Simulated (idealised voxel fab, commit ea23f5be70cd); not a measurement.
Process module name: voxel wiring stack
Square cell edge 5 nm, section width 265 nm, ID cut.
Think of the cross-section as a grid of square cells. We describe it in bands, top to bottom, and each band covers one or more rows of those cells.
Per band: top height and bottom height in nm, followed by the left-to-right materials and their widths in nm; "throughout" marks a single material spanning edge to edge, "blank" marks empty space.
Zero point of the height axis is 0; under it, received wafer = one material. Lowest band: continues down indefinitely, "0..down".
The notation "30->40" denotes a width that varies across the rows of cells in the band, beginning at the first number in the top row, finishing at the second number in the bottom row, and changing by an identical amount from each row to the next.
It should be understood that the words "no alterations made", when stated for a given step, signify that the cross-section underwent no change in any of its cells during that step.
Closed empty spaces (no open way to the top) of 8 cells or more are what "Closed cavities" lists, each as width x height at distance from the left edge, nm for all three.
Formally, on a step line, whatever follows the settings is a remark that the simulator itself makes on the step.
Among the settings permitted on a step's line is "overlay nm"; applied to a step with a mask, it specifies the extent to which the mask lay to the right of its planned position, whereas a negative figure signifies a position to the left.

The planned process steps are enumerated hereunder:
step 1: RECEIVE with material Si
step 2: CONFORMAL_DEP with material SiO2, thk nm 15
step 3: CONFORMAL_DEP with material SiN, thk nm 5
step 4: DIRECTIONAL_DEP with material lowk, thk nm 15
step 5: PATTERN with tone open, mask id METAL_1, material resist, width nm 25, pitch nm 45, thk nm 15, overlay nm 0
step 6: DIRECTIONAL_ETCH with etch materials lowk, depth nm 15
step 7: DIRECTIONAL_ETCH with etch materials SiN, depth nm 5
step 8: STRIP with etch materials resist
step 9: CONFORMAL_DEP with material TiN, thk nm 5
step 10: FILL_DEP with material Cu, thk nm 5
step 11: CMP with height nm 35
step 12: EPI with material Ru, thk nm 5
step 13: FILL_DEP with material SiCN, thk nm 5
step 14: DIRECTIONAL_DEP with material SiO2, thk nm 10
step 15: MASKED_ETCH with tone open, mask id PLUG_1, width nm 15, pitch nm 90, etch materials SiO2, depth nm 10, overlay nm 0
step 16: MASKED_ETCH with tone open, mask id PLUG_1, width nm 15, pitch nm 90, etch materials SiCN, depth nm 5, overlay nm 0
step 17: EPI with material Ru, thk nm 10
step 18: EPI with material Ru, thk nm 5
step 19: CONFORMAL_DEP with material SiN, thk nm 5
step 20: DIRECTIONAL_DEP with material SiO2, thk nm 20
step 21: MASKED_ETCH with tone open, mask id METAL_2, width nm 25, pitch nm 45, etch materials SiO2, depth nm 20, overlay nm 0
step 22: MASKED_ETCH with tone open, mask id METAL_2, width nm 25, pitch nm 45, etch materials SiN, depth nm 5, overlay nm 0
step 23: CONFORMAL_DEP with material TiN, thk nm 5
step 24: FILL_DEP with material Cu, thk nm 10
step 25: CMP with height nm 80
step 26: CONFORMAL_DEP with material SiCN, thk nm 5
step 27: DIRECTIONAL_DEP with material SiO2, thk nm 25
step 28: DIRECTIONAL_DEP with material aC, thk nm 10
step 29: PATTERN with tone open, mask id METAL_3, material resist, width nm 25, pitch nm 45, thk nm 30, overlay nm 0
step 30: DIRECTIONAL_ETCH with etch materials aC, depth nm 10
step 31: STRIP with etch materials resist
step 32: DIRECTIONAL_ETCH with etch materials SiO2, depth nm 15
step 33: STRIP with etch materials aC
step 34: DIRECTIONAL_DEP with material aC, thk nm 10
step 35: PATTERN with tone open, mask id METAL_3_HOLES, material resist, width nm 15, pitch nm 45, thk nm 30, overlay nm 0
step 36: DIRECTIONAL_ETCH with etch materials aC, depth nm 10
step 37: STRIP with etch materials resist
step 38: DIRECTIONAL_ETCH with etch materials SiO2, depth nm 10
step 39: DIRECTIONAL_ETCH with etch materials SiCN, depth nm 5
step 40: STRIP with etch materials aC
step 41: CONFORMAL_DEP with material TiN, thk nm 5
step 42: FILL_DEP with material Cu, thk nm 10
step 43: CMP with height nm 110
step 44: CONFORMAL_DEP with material SiCN, thk nm 5
step 45: DIRECTIONAL_DEP with material SiO2, thk nm 30
step 46: DIRECTIONAL_DEP with material aC, thk nm 10
step 47: PATTERN with tone open, mask id METAL_4_HOLES, material resist, width nm 15, pitch nm 90, thk nm 25, overlay nm 0
step 48: DIRECTIONAL_ETCH with etch materials aC, depth nm 10
step 49: STRIP with etch materials resist
step 50: DIRECTIONAL_ETCH with etch materials SiO2, depth nm 30
step 51: STRIP with etch materials aC
step 52: MASKED_ETCH with tone open, mask id METAL_4, width nm 25, pitch nm 45, etch materials SiO2, depth nm 20, overlay nm 0
step 53: MASKED_ETCH with tone open, mask id METAL_4, width nm 25, pitch nm 45, etch materials SiCN, depth nm 5, overlay nm 0
step 54: CONFORMAL_DEP with material TiN, thk nm 5
step 55: FILL_DEP with material Ru, thk nm 10
step 56: CMP with height nm 145
step 57: CONFORMAL_DEP with material SiCN, thk nm 5

Shown in cross-section is the wafer as received, that is, as it stands after step 1:
0..down  Si throughout
Closed cavities: none

Look at the cross-section after the module: the wafer started out the way shown above and the plan was the one shown above, yet one mistake was made along the way:
150..145  SiCN throughout
145..130  50 SiO2; 5 TiN; 15 Ru; 5 TiN; 20 SiO2; 5 TiN; 15 Ru; 5 TiN; 20 SiO2; 5 TiN; 15 Ru; 5 TiN; 20 SiO2; 5 TiN; 15 Ru; 5 TiN; 55 SiO2
130..125  50 SiO2; 5 TiN; 5 Ru; 15 TiN; 20 SiO2; 25 TiN; 20 SiO2; 5 TiN; 5 Ru; 15 TiN; 20 SiO2; 25 TiN; 55 SiO2
125..115  50 SiO2; 5 TiN; 5 Ru; 5 TiN; 75 SiO2; 5 TiN; 5 Ru; 5 TiN; 110 SiO2
115..110  50 SiCN; 15 TiN; 75 SiCN; 15 TiN; 110 SiCN
110..100  50 SiO2; 5 TiN; 15 Cu; 5 TiN; 20 SiO2; 5 TiN; 15 Cu; 5 TiN; 20 SiO2; 5 TiN; 15 Cu; 5 TiN; 20 SiO2; 5 TiN; 15 Cu; 5 TiN; 55 SiO2
100..95  50 SiO2; 5 TiN; 5 Cu; 15 TiN; 20 SiO2; 5 TiN; 5 Cu; 15 TiN; 20 SiO2; 5 TiN; 5 Cu; 15 TiN; 20 SiO2; 5 TiN; 5 Cu; 15 TiN; 55 SiO2
95..85  50 SiO2; 5 TiN; 5 Cu; 5 TiN; 30 SiO2; 5 TiN; 5 Cu; 5 TiN; 30 SiO2; 5 TiN; 5 Cu; 5 TiN; 30 SiO2; 5 TiN; 5 Cu; 5 TiN; 65 SiO2
85..80  50 SiCN; 15 TiN; 30 SiCN; 15 TiN; 30 SiCN; 15 TiN; 30 SiCN; 15 TiN; 65 SiCN
80..70  50 SiO2; 5 TiN; 15 Cu; 5 TiN; 20 SiO2; 5 TiN; 15 Cu; 5 TiN; 20 SiO2; 5 TiN; 15 Cu; 5 TiN; 20 SiO2; 5 TiN; 15 Cu; 5 TiN; 55 SiO2
70..65  35 SiO2; 15 SiN; 25 TiN; 5 SiN; 15 SiO2; 5 TiN; 15 Cu; 5 TiN; 5 SiO2; 15 SiN; 25 TiN; 5 SiN; 15 SiO2; 5 TiN; 15 Cu; 5 TiN; 55 SiO2
65..60  35 SiO2; 5 SiN; 35 Ru; 5 SiN; 15 SiO2; 5 TiN; 15 Cu; 5 TiN; 5 SiO2; 5 SiN; 35 Ru; 5 SiN; 15 SiO2; 5 TiN; 15 Cu; 5 TiN; 55 SiO2
60..55  40 SiN; 35 Ru; 20 SiN; 25 TiN; 10 SiN; 35 Ru; 20 SiN; 25 TiN; 55 SiN
55..45  50 SiO2; 15 Ru; 75 SiO2; 15 Ru; 110 SiO2
45..40  50 SiCN; 15 Ru; 75 SiCN; 15 Ru; 110 SiCN
40..35  45 SiCN; 35 Ru; 10 SiCN; 35 Ru; 10 SiCN; 35 Ru; 10 SiCN; 35 Ru; 50 SiCN
35..20  50 lowk; 5 TiN; 15 Cu; 5 TiN; 20 lowk; 5 TiN; 15 Cu; 5 TiN; 20 lowk; 5 TiN; 15 Cu; 5 TiN; 20 lowk; 5 TiN; 15 Cu; 5 TiN; 55 lowk
20..15  50 SiN; 25 TiN; 20 SiN; 25 TiN; 20 SiN; 25 TiN; 20 SiN; 25 TiN; 55 SiN
15..0  SiO2 throughout
0..down  Si throughout
Closed cavities: none
It is concluded that the wafer was processed incorrectly with respect to the plan, in that step 17 in the plan was executed twice
